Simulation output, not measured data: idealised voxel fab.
Process module, titled voxel trench capacitor
The cross-section shown here is cut; it is 245 nm wide and divided into square cells measuring 5 nm on a side.
Just so we're on the same page, the cross-sections are grids of square cells, and they're listed out in bands top to bottom, each band one or more rows deep. It is stipulated that each band's entry specify, in nanometres, the height of the top of the band and then that of its bottom, followed by the materials of the band in left-to-right sequence, each together with its width in nanometres. A single material marked by the word "edge to edge" is understood to fill the band from edge to edge; the word "blank" is understood to denote empty space. Beneath 0, the wafer as received is one material, and that level is where height counting begins. The lowest band goes on downward without a bottom; it is written like "0 down". Per-row width for "30..40": begins at first number (top row of band), ends at second number (bottom row), increment between rows held constant. Step marked "no modification"? Then no cell in the cross-section changed in it. Closed-off voids of 8+ cells (no open route to the top) go in "Sealed voids", written width x height at distance from the left edge, in nm. That trailing text on a step's line, after the settings, is the simulator's own remark on the step. overlay nm: mask offset rightward from planned place, masked step; negative means leftward offset.

**Below is the list of planned process steps**
step 1: op RECEIVE | material Si
step 2: op CONFORMAL_DEP | material SiN | thk nm 10
step 3: op DIRECTIONAL_DEP | material aC | thk nm 10
step 4: op PATTERN | tone open | mask id TRENCH | material resist | width nm 15 | pitch nm 40 | thk nm 30 | overlay nm 0
step 5: op DIRECTIONAL_ETCH | etch materials aC | depth nm 5
step 6: op STRIP | etch materials resist
step 7: op DIRECTIONAL_ETCH | etch materials SiN | depth nm 10
step 8: op DIRECTIONAL_ETCH | etch materials Si | depth nm 35
step 9: op STRIP | etch materials aC
step 10: op CONFORMAL_DEP | material Al2O3 | thk nm 5
step 11: op FILL_DEP | material polySi | thk nm 10
step 12: op CMP | height nm 10
It is noted that the wafers described herein are identical at the outset and are distinguished by the depth nm of step 5; the value stated in the plan corresponds to the first wafer.

**The first of several wafers, as received after step 1, seen in section**
- 0 down | Si edge to edge
- Sealed voids: none

**For your reference, the table is organized with a row per wafer; each row reflects the wafer at the end of the module, indicating for each material the cells gained (+) or lost (-) since receipt, and thereafter its closed voids**
depth nm 5 | +98 SiN | Sealed voids: none
depth nm 10 | +57 Al2O3 | -63 Si | +80 SiN | +24 polySi | Sealed voids: none
depth nm 15 | +57 Al2O3 | -63 Si | +80 SiN | +24 polySi | Sealed voids: none
depth nm 20 | +57 Al2O3 | -63 Si | +80 SiN | +24 polySi | Sealed voids: none
depth nm 25 | +57 Al2O3 | -63 Si | +80 SiN | +24 polySi | Sealed voids: none
